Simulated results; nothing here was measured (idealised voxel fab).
The following is a process module called voxel transistor to metal.
This is section cut - it's 195 nm across, gridded in 5 nm square cells.
A cross-section is written here as square cells arranged in a grid, and it is given in bands from the top down, each band taking up one or more rows of cells.
Heights first: top, then bottom, in nm. Then materials, left to right, each with a width in nm. "throughout" on a single material: fills the band edge to edge. "empty": empty space.
Heights are expressed relative to 0, this being the level below which the as-received wafer comprises one material exclusively. The lowest band is unbounded in the downward direction and is denoted as in "0..down".
Graded width ("30->40"): value in top row of band = first number; value in bottom row = second number; row-to-row change constant.
Where a step carries "left unchanged", the cross-section came out of it unchanged, cell for cell.
In "Enclosed void list" the enclosed voids are listed, meaning empty spaces of 8 cells or larger without any opening to the top. The form is width x height at distance, distance from the left edge, units nm.
Where a step's line continues beyond its settings, the continuation is a remark by the simulator itself on that step.
When a step includes a mask, the "overlay nm" setting on its line states how far to the right of its planned place that mask lay, and negative values state how far to the left.
Process steps (planned):
| 1 | op RECEIVE | material Si |
| 2 | op CONFORMAL_DEP | material SiO2 | thk nm 5 |
| 3 | op CONFORMAL_DEP | material SiN | thk nm 10 |
| 4 | op DIRECTIONAL_DEP | material aC | thk nm 10 |
| 5 | op PATTERN | tone cover | mask id ACTIVE | material resist | width nm 115 | thk nm 25 | overlay nm 0 |
| 6 | op DIRECTIONAL_ETCH | etch materials aC | depth nm 10 |
| 7 | op STRIP | etch materials resist |
| 8 | op DIRECTIONAL_ETCH | etch materials SiN | depth nm 10 |
| 9 | op DIRECTIONAL_ETCH | etch materials SiO2 | depth nm 5 |
| 10 | op DIRECTIONAL_ETCH | etch materials Si | depth nm 25 |
| 11 | op STRIP | etch materials aC |
| 12 | op FILL_DEP | material SiO2 | thk nm 5 |
| 13 | op CMP | height nm 15 |
| 14 | op SELECTIVE_ETCH | etch materials SiO2 | depth nm 10 |
| 15 | op STRIP | etch materials SiN |
| 16 | op SELECTIVE_ETCH | etch materials SiO2 | depth nm 5 |
| 17 | op OXIDIZE | depth nm 5 |
| 18 | op DIRECTIONAL_DEP | material polySi | thk nm 25 |
| 19 | op DIRECTIONAL_DEP | material SiCN | thk nm 15 |
| 20 | op MASKED_ETCH | tone cover | mask id GATE | width nm 25 | etch materials SiCN | depth nm 25 | overlay nm 0 |
| 21 | op MASKED_ETCH | tone cover | mask id GATE | width nm 25 | etch materials polySi | depth nm 35 | overlay nm 0 |
| 22 | op CONFORMAL_DEP | material SiO2 | thk nm 5 |
| 23 | op DIRECTIONAL_ETCH | etch materials SiO2 | depth nm 5 |
| 24 | op CONFORMAL_DEP | material SiN | thk nm 10 |
| 25 | op DIRECTIONAL_ETCH | etch materials SiN | depth nm 10 |
| 26 | op DIRECTIONAL_ETCH | etch materials SiO2 | depth nm 5 |
| 27 | op DIRECTIONAL_ETCH | etch materials Si | depth nm 5 |
| 28 | op EPI | material SiGe | thk nm 10 |
| 29 | op FILL_DEP | material SiO2 | thk nm 5 |
| 30 | op CMP | height nm 25 |
| 31 | op STRIP | etch materials polySi |
| 32 | op SELECTIVE_ETCH | etch materials SiO2 | depth nm 5 |
| 33 | op CONFORMAL_DEP | material HfO2 | thk nm 5 |
| 34 | op CONFORMAL_DEP | material TiN | thk nm 5 |
| 35 | op FILL_DEP | material W | thk nm 5 |
| 36 | op CMP | height nm 20 |
| 37 | op DIRECTIONAL_DEP | material SiO2 | thk nm 10 |
| 38 | op MASKED_ETCH | tone open | mask id CONTACT | width nm 20 | pitch nm 75 | etch materials SiO2 | depth nm 30 | overlay nm 0 |
| 39 | op CONFORMAL_DEP | material TiN | thk nm 5 |
| 40 | op FILL_DEP | material W | thk nm 5 |
| 41 | op CMP | height nm 30 |
| 42 | op CONFORMAL_DEP | material SiCN | thk nm 5 |
| 43 | op DIRECTIONAL_DEP | material SiO2 | thk nm 15 |
| 44 | op DIRECTIONAL_DEP | material aC | thk nm 15 |
| 45 | op PATTERN | tone open | mask id METAL_1 | material resist | width nm 20 | pitch nm 75 | thk nm 30 | overlay nm 0 |
| 46 | op DIRECTIONAL_ETCH | etch materials aC | depth nm 15 |
| 47 | op STRIP | etch materials resist |
| 48 | op DIRECTIONAL_ETCH | etch materials SiO2 | depth nm 15 |
| 49 | op DIRECTIONAL_ETCH | etch materials SiCN | depth nm 5 |
| 50 | op STRIP | etch materials aC |
| 51 | op CONFORMAL_DEP | material TiN | thk nm 5 |
| 52 | op FILL_DEP | material Ru | thk nm 5 |
| 53 | op CMP | height nm 50 |
| 54 | op CONFORMAL_DEP | material SiN | thk nm 5 |
Here's what the wafer looked like in cross-section when it arrived - that's after step 1:
  0..down | Si throughout
  Enclosed void list: none
Cross-section taken at module completion on the first of two wafers; processed per the plan:
  55..50 | SiN throughout
  50..35 | SiO2 (50); TiN (5); Ru (10); TiN (5); SiO2 (55); TiN (5); Ru (10); TiN (5); SiO2 (50)
  35..30 | SiCN (50); TiN (20); SiCN (55); TiN (20); SiCN (50)
  30..20 | SiO2 (50); TiN (5); W (10); TiN (5); SiO2 (55); TiN (5); W (10); TiN (5); SiO2 (50)
  20..10 | SiO2 (50); TiN (5); W (10); TiN (5); SiN (10); HfO2 (5); TiN (5); W (15); TiN (5); HfO2 (5); SiN (10); TiN (5); W (10); TiN (5); SiO2 (50)
  10..5 | SiO2 (50); TiN (20); SiN (10); HfO2 (5); TiN (5); W (15); TiN (5); HfO2 (5); SiN (10); TiN (20); SiO2 (50)
  5..0 | SiO2 (50); TiN (10); SiGe (10); SiN (10); HfO2 (5); TiN (25); HfO2 (5); SiN (10); SiGe (10); TiN (10); SiO2 (50)
  0..-5 | SiO2 (35); SiGe (35); SiO2 (10); HfO2 (35); SiO2 (10); SiGe (35); SiO2 (35)
  -5..-10 | SiO2 (40); SiGe (30); Si (55); SiGe (30); SiO2 (40)
  -10..-25 | SiO2 (40); Si (115); SiO2 (40)
  -25..down | Si throughout
  Enclosed void list: none
Wafer two, sectioned after the module: the first wafer's start, the first wafer's plan, and one mistake in how it was run:
  55..50 | SiN throughout
  50..35 | SiO2 (50); TiN (5); Ru (10); TiN (5); SiO2 (55); TiN (5); Ru (10); TiN (5); SiO2 (50)
  35..30 | SiCN (50); TiN (20); SiCN (55); TiN (20); SiCN (50)
  30..20 | SiO2 (50); TiN (5); W (10); TiN (5); SiO2 (55); TiN (5); W (10); TiN (5); SiO2 (50)
  20..10 | SiO2 (50); TiN (5); W (10); TiN (5); SiN (10); HfO2 (5); TiN (5); W (15); TiN (5); HfO2 (5); SiN (10); TiN (5); W (10); TiN (5); SiO2 (50)
  10..5 | SiO2 (50); TiN (20); SiN (10); HfO2 (5); TiN (5); W (15); TiN (5); HfO2 (5); SiN (10); TiN (20); SiO2 (50)
  5..0 | SiO2 (50); TiN (10); SiGe (10); SiN (10); HfO2 (5); TiN (25); HfO2 (5); SiN (10); SiGe (10); TiN (10); SiO2 (50)
  0..-5 | SiO2 (35); SiGe (35); SiO2 (10); HfO2 (35); SiO2 (10); SiGe (35); SiO2 (35)
  -5..-10 | SiO2 (40); SiGe (30); Si (55); SiGe (30); SiO2 (40)
  -10..-50 | SiO2 (40); Si (115); SiO2 (40)
  -50..down | Si throughout
  Enclosed void list: none
Processing error: the plan's step 10 ran twice
Final tally in cells, some materials are higher or lower on the second wafer than on the first: Si: 80 fewer; SiO2: 80 more
